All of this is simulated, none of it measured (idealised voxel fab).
process module | voxel wiring stack
cross-section cut | 220 nm wide | cells 5 nm
A cross-section is a grid of square cells, given in bands from the top down. A band is one or more rows of cells.
Each band's line starts with the height of the band's top and of its bottom, in nm. Then come its materials from left to right, each with its width in nm. One material with "throughout" fills the band from edge to edge. "air" is empty space.
Height 0 is the level under which the wafer as received is all one material. The lowest band goes on downwards, as in "0 down".
A width such as "30 to 40" changes by the same amount from each row of cells to the next, from the band's top row to its bottom row.
"no change" after a step means that no cell of the cross-section changed.
closed voids: empty space of 8 cells or more with no open way to the top, each as width x height at its distance from the left edge, in nm
after a step's settings: what the simulator itself notes on the step
overlay nm, on a step with a mask: how far to the right of its planned place the mask lay; to the left if negative
plan
1 op RECEIVE | material Si
2 op CONFORMAL_DEP | material SiO2 | thk nm 15
3 op DIRECTIONAL_DEP | material TiN | thk nm 5
4 op DIRECTIONAL_DEP | material W | thk nm 15
5 op DIRECTIONAL_DEP | material aC | thk nm 10
6 op PATTERN | tone cover | mask id METAL_1 | material resist | width nm 25 | pitch nm 40 | thk nm 30 | overlay nm 0
7 op DIRECTIONAL_ETCH | etch materials aC | depth nm 10
8 op STRIP | etch materials resist
9 op DIRECTIONAL_ETCH | etch materials W | depth nm 15
10 op DIRECTIONAL_ETCH | etch materials TiN | depth nm 5
11 op STRIP | etch materials aC
12 op CONFORMAL_DEP | material SiCN | thk nm 5
13 op FILL_DEP | material SiO2 | thk nm 5
14 op CMP | height nm 35
15 op CONFORMAL_DEP | material SiCN | thk nm 5
16 op DIRECTIONAL_DEP | material SiO2 | thk nm 30
17 op DIRECTIONAL_DEP | material aC | thk nm 10
18 op PATTERN | tone open | mask id METAL_2 | material resist | width nm 25 | pitch nm 40 | thk nm 30 | overlay nm 0
19 op DIRECTIONAL_ETCH | etch materials aC | depth nm 10
20 op STRIP | etch materials resist
21 op DIRECTIONAL_ETCH | etch materials SiO2 | depth nm 15
22 op STRIP | etch materials aC
23 op MASKED_ETCH | tone open | mask id METAL_2_HOLES | width nm 15 | pitch nm 40 | etch materials SiO2 | depth nm 15 | overlay nm 0
24 op MASKED_ETCH | tone open | mask id METAL_2_HOLES | width nm 15 | pitch nm 40 | etch materials SiCN | depth nm 5 | overlay nm 0
25 op CONFORMAL_DEP | material TiN | thk nm 5
26 op FILL_DEP | material Cu | thk nm 10
27 op CMP | height nm 70
28 op CONFORMAL_DEP | material SiN | thk nm 5
as received, after step 1
  0 down: Si throughout
  closed voids: none
first wafer at the end, as planned
  75 to 70: SiN throughout
  70 to 60: SiO2 75 | TiN 5 | Cu 15 | TiN 5 | SiO2 15 | TiN 5 | Cu 15 | TiN 5 | SiO2 80
  60 to 55: SiO2 75 | TiN 5 | Cu 5 | TiN 15 | SiO2 15 | TiN 5 | Cu 5 | TiN 15 | SiO2 80
  55 to 40: SiO2 75 | TiN 5 | Cu 5 | TiN 5 | SiO2 25 | TiN 5 | Cu 5 | TiN 5 | SiO2 90
  40 to 35: SiCN 75 | TiN 15 | SiCN 25 | TiN 15 | SiCN 90
  35 to 20: SiO2 70 | SiCN 5 | W 25 | SiCN 5 | SiO2 5 | SiCN 5 | W 25 | SiCN 5 | SiO2 75
  20 to 15: SiCN 75 | TiN 25 | SiCN 15 | TiN 25 | SiCN 80
  15 to 0: SiO2 throughout
  0 down: Si throughout
  closed voids: none
second wafer at the end: like start, like plan, one mistake
  75 to 70: SiN throughout
  70 to 60: SiO2 75 | TiN 5 | Cu 15 | TiN 5 | SiO2 15 | TiN 5 | Cu 15 | TiN 5 | SiO2 80
  60 to 55: SiO2 75 | TiN 5 | Cu 10 | TiN 10 | SiO2 15 | TiN 5 | Cu 10 | TiN 10 | SiO2 80
  55 to 45: SiO2 75 | TiN 5 | Cu 10 | TiN 5 | SiO2 20 | TiN 5 | Cu 10 | TiN 5 | SiO2 85
  45 to 40: SiO2 75 | TiN 5 | Cu 5 | TiN 10 | SiO2 20 | TiN 5 | Cu 5 | TiN 10 | SiO2 85
  40 to 35: SiCN 75 | TiN 15 | SiCN 25 | TiN 15 | SiCN 90
  35 to 20: SiO2 70 | SiCN 5 | W 25 | SiCN 5 | SiO2 5 | SiCN 5 | W 25 | SiCN 5 | SiO2 75
  20 to 15: SiCN 75 | TiN 25 | SiCN 15 | TiN 25 | SiCN 80
  15 to 0: SiO2 throughout
  0 down: Si throughout
  closed voids: none
what went wrong: step 23 ran as: op MASKED_ETCH | tone open | mask id METAL_2_HOLES | width nm 20 | pitch nm 40 | etch materials SiO2 | depth nm 15 | overlay nm 0
at the end the second wafer has, in cells: 6 more of Cu | 6 fewer of SiO2
